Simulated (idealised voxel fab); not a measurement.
process module | voxel self aligned vias
The cross-section shown here is cut; it is 270 nm wide and divided into square cells measuring 5 nm on a side.
Throughout this document, each cross-section is represented as a grid of square cells and is presented as a sequence of bands enumerated from the top downward, where a band comprises one or more rows of cells. Top height, bottom height, nm. Materials left to right, width each, nm. Single material + "throughout" = fills band edge to edge. "empty" = empty. It should be noted that heights are counted from 0, beneath which the wafer as supplied is of one material throughout, and that the lowest band possesses no lower boundary but continues downward, as written in "0 down". The expression "30->40" gives the width at the extremes of the band, the first number at its top row of cells and the second at its bottom row, with the width changing by equal amounts from each row to the next in between. The designation "all unchanged", where it is given for a processing step, indicates that no cell of the cross-section was altered in the course of that step. If an empty space has no open way to the top and is at least 8 cells in size, "Closed internal voids" lists it, written width x height at distance, where distance is measured from the left edge and every value is in nm. Whatever follows a step's settings on its line is a remark the simulator itself makes about that step. "overlay nm" denotes, for a step that has a mask, the displacement of the mask to the right of its planned place, with negative values corresponding to the left.
Planned process steps
step 1: RECEIVE [material Si]
step 2: CONFORMAL_DEP [material SiO2] [thk nm 15]
step 3: CONFORMAL_DEP [material SiCN] [thk nm 5]
step 4: DIRECTIONAL_DEP [material lowk] [thk nm 30]
step 5: MASKED_ETCH [tone open] [mask id LINES] [width nm 25] [pitch nm 75] [etch materials lowk] [depth nm 30] [overlay nm 0]
step 6: CONFORMAL_DEP [material TiN] [thk nm 5]
step 7: FILL_DEP [material W] [thk nm 10]
step 8: CMP [height nm 50]
step 9: SELECTIVE_ETCH [etch materials W Ru TiN] [depth nm 5]
step 10: FILL_DEP [material SiN] [thk nm 5]
step 11: CMP [height nm 50]
step 12: DIRECTIONAL_DEP [material lowk] [thk nm 15]
step 13: MASKED_ETCH [tone open] [mask id VIAS] [width nm 45] [pitch nm 75] [etch materials lowk] [depth nm 15] [overlay nm 0]
step 14: MASKED_ETCH [tone open] [mask id VIAS] [width nm 45] [pitch nm 75] [etch materials SiN] [depth nm 5] [overlay nm 0]
step 15: CONFORMAL_DEP [material TiN] [thk nm 5]
step 16: FILL_DEP [material Cu] [thk nm 10]
step 17: CMP [height nm 65]
step 18: CONFORMAL_DEP [material SiN] [thk nm 5]
Received-state cross-section, reflecting completion of step 1
- 0 down  Si throughout
- Closed internal voids: none
The following cross-section depicts the wafer upon conclusion of the module. Processing commenced from the starting condition illustrated above and adhered to the plan illustrated above, save for one mistake in execution
- 70 to 65  SiN throughout
- 65 to 50  35 lowk  5 TiN  35 Cu  5 TiN  30 lowk  5 TiN  35 Cu  5 TiN  30 lowk  5 TiN  35 Cu  5 TiN  40 lowk
- 50 to 45  35 SiN  45 TiN  30 SiN  45 TiN  30 SiN  45 TiN  40 SiN
- 45 to 20  45 lowk  5 TiN  15 W  5 TiN  50 lowk  5 TiN  15 W  5 TiN  50 lowk  5 TiN  15 W  5 TiN  50 lowk
- 20 to 15  45 lowk  25 TiN  50 lowk  25 TiN  50 lowk  25 TiN  50 lowk
- 15 to 0  SiO2 throughout
- 0 down  Si throughout
- Closed internal voids: none
The plan and the run diverged here: step 3 was dropped from the plan's execution and never run
